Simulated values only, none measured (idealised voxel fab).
This section sets out a process module, namely voxel trench capacitor.
The cross-section shown here is cut; it is 200 nm wide and divided into square cells measuring 5 nm on a side.
Notation: cross-section as square-cell grid; stated in bands, top first, going down; one or more cell rows per band. What a band's entry tells you: where the top is and where the bottom is, as heights in nm, and after that what lies inside, material by material from left to right, each with its width in nm. Empty space is written as the word "empty", and a single material marked with the word "everywhere" occupies the band from edge to edge. For the purposes of this specification, 0 denotes the height below which the wafer in its as-received condition is composed wholly of one material, and the lowermost band, lacking a lower limit, extends downward without end, as expressed in "0 -> down". Per-row width for "30 to 40": begins at first number (top row of band), ends at second number (bottom row), increment between rows held constant. The cross-section has no changed cell in any step marked "left unchanged". Listed in "Internal closed voids": every empty space of 8 or more cells without an open way to the top. Form: width x height at distance, the distance being from the left edge, all in nm. It should be noted that, on the line of a given step, the content following the step's settings is a remark produced by the simulator itself with respect to that step. overlay nm: step with mask; distance mask lay right of planned place; negative value = left of planned place.
## Process steps - plan
step 1: RECEIVE,material Si
step 2: CONFORMAL_DEP,material SiN,thk nm 5
step 3: DIRECTIONAL_DEP,material aC,thk nm 15
step 4: PATTERN,tone open,mask id TRENCH,material resist,width nm 15,pitch nm 40,thk nm 35,overlay nm 0
step 5: DIRECTIONAL_ETCH,etch materials aC,depth nm 15
step 6: STRIP,etch materials resist
step 7: DIRECTIONAL_ETCH,etch materials SiN,depth nm 5
step 8: DIRECTIONAL_ETCH,etch materials Si,depth nm 35
step 9: STRIP,etch materials aC
step 10: CONFORMAL_DEP,material Al2O3,thk nm 5
step 11: FILL_DEP,material polySi,thk nm 5
step 12: CMP,height nm 5
The plan shows the width nm of step 4 as the first wafer had it; this setting differs between the wafers, which start out alike.
## The first of several wafers, as received after step 1, seen in section
  0 -> down  Si everywhere
  Internal closed voids: none
## Quick look at the cross-section of the first of several wafers after step 12, which wraps up the module
  5 -> 0  SiN=50 / Al2O3=5 / polySi=5 / Al2O3=5 / SiN=25 / Al2O3=5 / polySi=5 / Al2O3=5 / SiN=25 / Al2O3=5 / polySi=5 / Al2O3=5 / SiN=55
  0 -> -30  Si=50 / Al2O3=5 / polySi=5 / Al2O3=5 / Si=25 / Al2O3=5 / polySi=5 / Al2O3=5 / Si=25 / Al2O3=5 / polySi=5 / Al2O3=5 / Si=55
  -30 -> -35  Si=50 / Al2O3=15 / Si=25 / Al2O3=15 / Si=25 / Al2O3=15 / Si=55
  -35 -> down  Si everywhere
  Internal closed voids: none
## Cross-sectional depiction of the last of several wafers upon completion of the module
  5 -> 0  SiN=45 / Al2O3=5 / polySi=15 / Al2O3=5 / SiN=15 / Al2O3=5 / polySi=15 / Al2O3=5 / SiN=15 / Al2O3=5 / polySi=15 / Al2O3=5 / SiN=50
  0 -> -30  Si=45 / Al2O3=5 / polySi=15 / Al2O3=5 / Si=15 / Al2O3=5 / polySi=15 / Al2O3=5 / Si=15 / Al2O3=5 / polySi=15 / Al2O3=5 / Si=50
  -30 -> -35  Si=45 / Al2O3=25 / Si=15 / Al2O3=25 / Si=15 / Al2O3=25 / Si=50
  -35 -> down  Si everywhere
  Internal closed voids: none
## So in this table every wafer gets its own row, and what you see is where it stands at the end of the module: for each material, how many cells it picked up (+) or gave up (-) since we received it, and after that its closed voids
width nm 15, +51 Al2O3, -63 Si, +31 SiN, +21 polySi, Internal closed voids: none
width nm 20, +54 Al2O3, -84 Si, +28 SiN, +42 polySi, Internal closed voids: none
width nm 25, +57 Al2O3, -105 Si, +25 SiN, +63 polySi, Internal closed voids: none
